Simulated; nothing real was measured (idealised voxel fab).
process module | voxel capacitor over wiring
cross-section cut | 160 nm wide | cells 5 nm
A cross-section is a grid of square cells, given in bands from the top down. A band is one or more rows of cells.
Each band's line starts with the height of the band's top and of its bottom, in nm. Then come its materials from left to right, each with its width in nm. One material with "throughout" fills the band from edge to edge. "air" is empty space.
Height 0 is the level under which the wafer as received is all one material. The lowest band goes on downwards, as in "0 down".
A width such as "30 to 40" changes by the same amount from each row of cells to the next, from the band's top row to its bottom row.
"no change" after a step means that no cell of the cross-section changed.
closed voids: empty space of 8 cells or more with no open way to the top, each as width x height at its distance from the left edge, in nm
after a step's settings: what the simulator itself notes on the step
overlay nm, on a step with a mask: how far to the right of its planned place the mask lay; to the left if negative
plan
1 op RECEIVE | material Si
2 op CONFORMAL_DEP | material SiO2 | thk nm 10
3 op DIRECTIONAL_DEP | material TiN | thk nm 5
4 op DIRECTIONAL_DEP | material Ru | thk nm 25
5 op DIRECTIONAL_DEP | material aC | thk nm 10
6 op PATTERN | tone cover | mask id METAL_1 | material resist | width nm 20 | pitch nm 85 | thk nm 30 | overlay nm 0
7 op DIRECTIONAL_ETCH | etch materials aC | depth nm 10
8 op STRIP | etch materials resist
9 op DIRECTIONAL_ETCH | etch materials Ru | depth nm 25
10 op DIRECTIONAL_ETCH | etch materials TiN | depth nm 5
11 op STRIP | etch materials aC
12 op FILL_DEP | material lowk | thk nm 10
13 op CMP | height nm 40
14 op CONFORMAL_DEP | material SiCN | thk nm 5
15 op DIRECTIONAL_DEP | material lowk | thk nm 15
16 op PATTERN | tone open | mask id PLUG_1 | material resist | width nm 15 | thk nm 15 | overlay nm 0
17 op DIRECTIONAL_ETCH | etch materials lowk | depth nm 15
18 op DIRECTIONAL_ETCH | etch materials SiCN | depth nm 5
19 op STRIP | etch materials resist
20 op EPI | material Ru | thk nm 10
21 op EPI | material Ru | thk nm 10
22 op DIRECTIONAL_DEP | material TiN | thk nm 5
23 op DIRECTIONAL_DEP | material HfO2 | thk nm 5
24 op DIRECTIONAL_DEP | material TiN | thk nm 10
25 op PATTERN | tone cover | mask id UPPER_PLATE | material resist | width nm 70 | thk nm 15 | overlay nm 0
26 op DIRECTIONAL_ETCH | etch materials TiN | depth nm 10
27 op DIRECTIONAL_ETCH | etch materials HfO2 | depth nm 5
28 op STRIP | etch materials resist
29 op DIRECTIONAL_DEP | material aC | thk nm 15
30 op PATTERN | tone cover | mask id LOWER_PLATE | material resist | width nm 80 | thk nm 35 | overlay nm 0
31 op DIRECTIONAL_ETCH | etch materials aC | depth nm 15
32 op STRIP | etch materials resist
33 op DIRECTIONAL_ETCH | etch materials TiN | depth nm 5
34 op STRIP | etch materials aC
35 op FILL_DEP | material SiO2 | thk nm 15
36 op CMP | height nm 90
37 op MASKED_ETCH | tone open | mask id PLUG_2 | width nm 15 | etch materials SiO2 | depth nm 10 | overlay nm 0
38 op CONFORMAL_DEP | material TiN | thk nm 5
39 op FILL_DEP | material Ru | thk nm 10
40 op CMP | height nm 90
41 op CONFORMAL_DEP | material SiCN | thk nm 5
as received, after step 1
  0 down: Si throughout
  closed voids: none
first wafer at the end, as planned
  95 to 90: SiCN throughout
  90 to 85: SiO2 40 | TiN 5 | Ru 5 | TiN 5 | SiO2 105
  85 to 80: SiO2 40 | TiN 15 | SiO2 105
  80 to 70: SiO2 30 | TiN 70 | SiO2 60
  70 to 65: SiO2 30 | HfO2 70 | SiO2 60
  65 to 60: SiO2 25 | TiN 80 | SiO2 55
  60 to 45: lowk 30 | Ru 15 | lowk 115
  45 to 40: SiCN 30 | Ru 15 | SiCN 115
  40 to 15: lowk 25 | Ru 20 | lowk 65 | Ru 20 | lowk 30
  15 to 10: lowk 25 | TiN 20 | lowk 65 | TiN 20 | lowk 30
  10 to 0: SiO2 throughout
  0 down: Si throughout
  closed voids: none
second wafer at the end: like start, like plan, one mistake
  95 to 90: SiCN throughout
  90 to 85: SiO2 40 | TiN 5 | Ru 5 | TiN 5 | SiO2 105
  85 to 80: SiO2 40 | TiN 15 | SiO2 105
  80 to 70: SiO2 45 | TiN 55 | SiO2 60
  70 to 65: SiO2 45 | HfO2 55 | SiO2 60
  65 to 60: SiO2 25 | TiN 5 | SiO2 15 | TiN 60 | SiO2 55
  60 to 50: lowk 30 | TiN 15 | lowk 115
  50 to 45: lowk 30 | HfO2 15 | lowk 115
  45 to 40: SiCN 30 | TiN 15 | SiCN 115
  40 to 35: lowk throughout
  35 to 10: lowk 25 | Ru 20 | lowk 65 | Ru 20 | lowk 30
  10 to 0: SiO2 throughout
  0 down: Si throughout
  closed voids: none
what went wrong: step 3 was left out
at the end the second wafer has, in cells: 12 fewer of Ru | 12 more of SiO2 | 8 fewer of TiN | 8 more of lowk
